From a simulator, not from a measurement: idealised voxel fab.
process module | voxel released beams
cross-section cut | 180 nm wide | cells 5 nm
A cross-section is a grid of square cells, given in bands from the top down. A band is one or more rows of cells.
Each band's line starts with the height of the band's top and of its bottom, in nm. Then come its materials from left to right, each with its width in nm. One material with "throughout" fills the band from edge to edge. "air" is empty space.
Height 0 is the level under which the wafer as received is all one material. The lowest band goes on downwards, as in "0 down".
A width such as "30 to 40" changes by the same amount from each row of cells to the next, from the band's top row to its bottom row.
"no change" after a step means that no cell of the cross-section changed.
closed voids: empty space of 8 cells or more with no open way to the top, each as width x height at its distance from the left edge, in nm
after a step's settings: what the simulator itself notes on the step
overlay nm, on a step with a mask: how far to the right of its planned place the mask lay; to the left if negative
plan
1 op RECEIVE | material Si
2 op CONFORMAL_DEP | material SiN | thk nm 5
3 op DIRECTIONAL_DEP | material SiO2 | thk nm 10
4 op DIRECTIONAL_DEP | material aC | thk nm 15
5 op PATTERN | tone open | mask id ANCHOR | material resist | width nm 40 | thk nm 35 | overlay nm 0
6 op DIRECTIONAL_ETCH | etch materials aC | depth nm 15
7 op STRIP | etch materials resist
8 op DIRECTIONAL_ETCH | etch materials SiO2 | depth nm 10
9 op STRIP | etch materials aC
10 op CONFORMAL_DEP | material W | thk nm 15
11 op DIRECTIONAL_DEP | material aC | thk nm 10
12 op PATTERN | tone cover | mask id BEAM | material resist | width nm 100 | thk nm 25 | overlay nm 0
13 op DIRECTIONAL_ETCH | etch materials aC | depth nm 10
14 op STRIP | etch materials resist
15 op DIRECTIONAL_ETCH | etch materials W | depth nm 15
16 op STRIP | etch materials aC
17 op STRIP | etch materials SiO2
as received, after step 1
  0 down: Si throughout
  closed voids: none
a wafer at the end: this start, this plan, one mistake
  25 to 15: air 35 | W 20 | air 10 | W 70 | air 45
  15 to 10: air 35 | W 100 | air 45
  10 to 0: air 40 | W 40 | air 100
  0 down: Si throughout
  closed voids: none
what went wrong: step 2 was left out
